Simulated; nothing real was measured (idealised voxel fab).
The following is a process module called voxel released beams.
The width of the displayed cross-section, cut, is 230 nm; its cells are square, with a size of 5 nm.
Cross-section spec: square-cell grid; bands listed top down; each band is one or more rows. Heights first: top, then bottom, in nm. Then materials, left to right, each with a width in nm. "throughout" on a single material: fills the band edge to edge. "air": empty space. All heights in this document are referenced to 0, defined as the level beneath which the wafer, as received, consists entirely of one material. The lowest band is not bounded below; it extends indefinitely downward and is written in the form "from 0 down". Width: "30..40" (first number = top row, second number = bottom row, same change from row to row of cells). "changes: none" means the step left every cell of the cross-section as it was. If an empty space has no open way to the top and is at least 8 cells in size, "Closed voids list" lists it, written width x height at distance, where distance is measured from the left edge and every value is in nm. Note: text after step settings on the step line = simulator remark on that step. "overlay nm" denotes, for a step that has a mask, the displacement of the mask to the right of its planned place, with negative values corresponding to the left.

List of planned process steps:
| 1 | RECEIVE: material Si |
| 2 | CONFORMAL_DEP: material SiN, thk nm 5 |
| 3 | DIRECTIONAL_DEP: material SiO2, thk nm 10 |
| 4 | DIRECTIONAL_DEP: material aC, thk nm 10 |
| 5 | PATTERN: tone open, mask id ANCHOR, material resist, width nm 45, thk nm 30, overlay nm 0 |
| 6 | DIRECTIONAL_ETCH: etch materials aC, depth nm 10 |
| 7 | STRIP: etch materials resist |
| 8 | DIRECTIONAL_ETCH: etch materials SiO2, depth nm 10 |
| 9 | STRIP: etch materials aC |
| 10 | CONFORMAL_DEP: material TiN, thk nm 15 |
| 11 | PATTERN: tone cover, mask id BEAM, material resist, width nm 120, thk nm 15, overlay nm 0 |
| 12 | DIRECTIONAL_ETCH: etch materials TiN, depth nm 15 |
| 13 | STRIP: etch materials resist |
| 14 | STRIP: etch materials SiO2 |

First of two wafers - as planned:

As received, after step 1:
    from 0 down = Si throughout
    Closed voids list: none

How the wafer stands in section after step 2:
    from 5 to 0 = SiN throughout
    Under 0: no change, same as before.

How the wafer stands in section after step 3:
    from 15 to 5 = SiO2 throughout
    Under 5: no change, same as before.

How the wafer stands in section after step 4:
    from 25 to 15 = aC throughout
    Under 15: no change, same as before.

How the wafer stands in section after step 5:
    from 55 to 25 = 55 of resist, 45 of air, 130 of resist
    Under 25: no change, same as before.

How the wafer stands in section after step 6:
    from 45 to 25 = 55 of resist, 45 of air, 130 of resist
    from 25 to 15 = 55 of aC, 45 of air, 130 of aC
    Under 15: no change, same as before.

How the wafer stands in section after step 7:
    from 25 to 15 = 55 of aC, 45 of air, 130 of aC
    Under 15: no change, same as before.

How the wafer stands in section after step 8:
    from 25 to 15 = 55 of aC, 45 of air, 130 of aC
    from 15 to 5 = 55 of SiO2, 45 of air, 130 of SiO2
    Under 5: no change, same as before.

How the wafer stands in section after step 9:
    from 15 to 5 = 55 of SiO2, 45 of air, 130 of SiO2
    Under 5: no change, same as before.

How the wafer stands in section after step 10:
    from 30 to 20 = 70 of TiN, 15 of air, 145 of TiN
    from 20 to 15 = TiN throughout
    from 15 to 5 = 55 of SiO2, 45 of TiN, 130 of SiO2
    Under 5: no change, same as before.

How the wafer stands in section after step 11:
    from 45 to 30 = 50 of air, 120 of resist, 60 of air
    from 30 to 20 = 70 of TiN, 15 of resist, 145 of TiN
    Under 20: no change, same as before.

How the wafer stands in section after step 12:
    from 45 to 30 = 50 of air, 120 of resist, 60 of air
    from 30 to 20 = 50 of air, 20 of TiN, 15 of resist, 85 of TiN, 60 of air
    from 20 to 15 = 50 of air, 120 of TiN, 60 of air
    Under 15: no change, same as before.

How the wafer stands in section after step 13:
    from 30 to 20 = 50 of air, 20 of TiN, 15 of air, 85 of TiN, 60 of air
    Under 20: no change, same as before.

How the wafer stands in section after step 14:
    from 30 to 20 = 50 of air, 20 of TiN, 15 of air, 85 of TiN, 60 of air
    from 20 to 15 = 50 of air, 120 of TiN, 60 of air
    from 15 to 5 = 55 of air, 45 of TiN, 130 of air
    Under 5: no change, same as before.

It is to be noted that the second wafer proceeded from the same initial state and according to the same plan as the first, although one mistake was committed in its execution; through step 4, inclusive, the two wafers share an identical history:

Cross-section of the second wafer when, according to plan, step 5 should have finished:
    from 55 to 25 = 45 of resist, 45 of air, 140 of resist
    Under 25: no change, same as before.

Cross-section of the second wafer when, according to plan, step 6 should have finished:
    from 45 to 25 = 45 of resist, 45 of air, 140 of resist
    from 25 to 15 = 45 of aC, 45 of air, 140 of aC
    Under 15: no change, same as before.

Cross-section of the second wafer when, according to plan, step 7 should have finished:
    from 25 to 15 = 45 of aC, 45 of air, 140 of aC
    Under 15: no change, same as before.

Cross-section of the second wafer when, according to plan, step 8 should have finished:
    from 25 to 15 = 45 of aC, 45 of air, 140 of aC
    from 15 to 5 = 45 of SiO2, 45 of air, 140 of SiO2
    Under 5: no change, same as before.

Cross-section of the second wafer when, according to plan, step 9 should have finished:
    from 15 to 5 = 45 of SiO2, 45 of air, 140 of SiO2
    Under 5: no change, same as before.

Cross-section of the second wafer when, according to plan, step 10 should have finished:
    from 30 to 20 = 60 of TiN, 15 of air, 155 of TiN
    from 20 to 15 = TiN throughout
    from 15 to 5 = 45 of SiO2, 45 of TiN, 140 of SiO2
    Under 5: no change, same as before.

Cross-section of the second wafer when, according to plan, step 11 should have finished:
    from 45 to 30 = 50 of air, 120 of resist, 60 of air
    from 30 to 20 = 60 of TiN, 15 of resist, 155 of TiN
    Under 20: no change, same as before.

Cross-section of the second wafer when, according to plan, step 12 should have finished:
    from 45 to 30 = 50 of air, 120 of resist, 60 of air
    from 30 to 20 = 50 of air, 10 of TiN, 15 of resist, 95 of TiN, 60 of air
    from 20 to 15 = 50 of air, 120 of TiN, 60 of air
    Under 15: no change, same as before.

Cross-section of the second wafer when, according to plan, step 13 should have finished:
    from 30 to 20 = 50 of air, 10 of TiN, 15 of air, 95 of TiN, 60 of air
    Under 20: no change, same as before.

Cross-section of the second wafer when, according to plan, step 14 should have finished:
    from 30 to 20 = 50 of air, 10 of TiN, 15 of air, 95 of TiN, 60 of air
    from 20 to 15 = 50 of air, 120 of TiN, 60 of air
    from 15 to 5 = 45 of air, 45 of TiN, 140 of air
    Under 5: no change, same as before.
Nonconformance to the process plan: planned and actual differ for step 5; actual: PATTERN: tone open, mask id ANCHOR, material resist, width nm 45, thk nm 30, overlay nm -10
Heads up: at the end the two wafers have identical cell counts per material, they're just laid out differently.
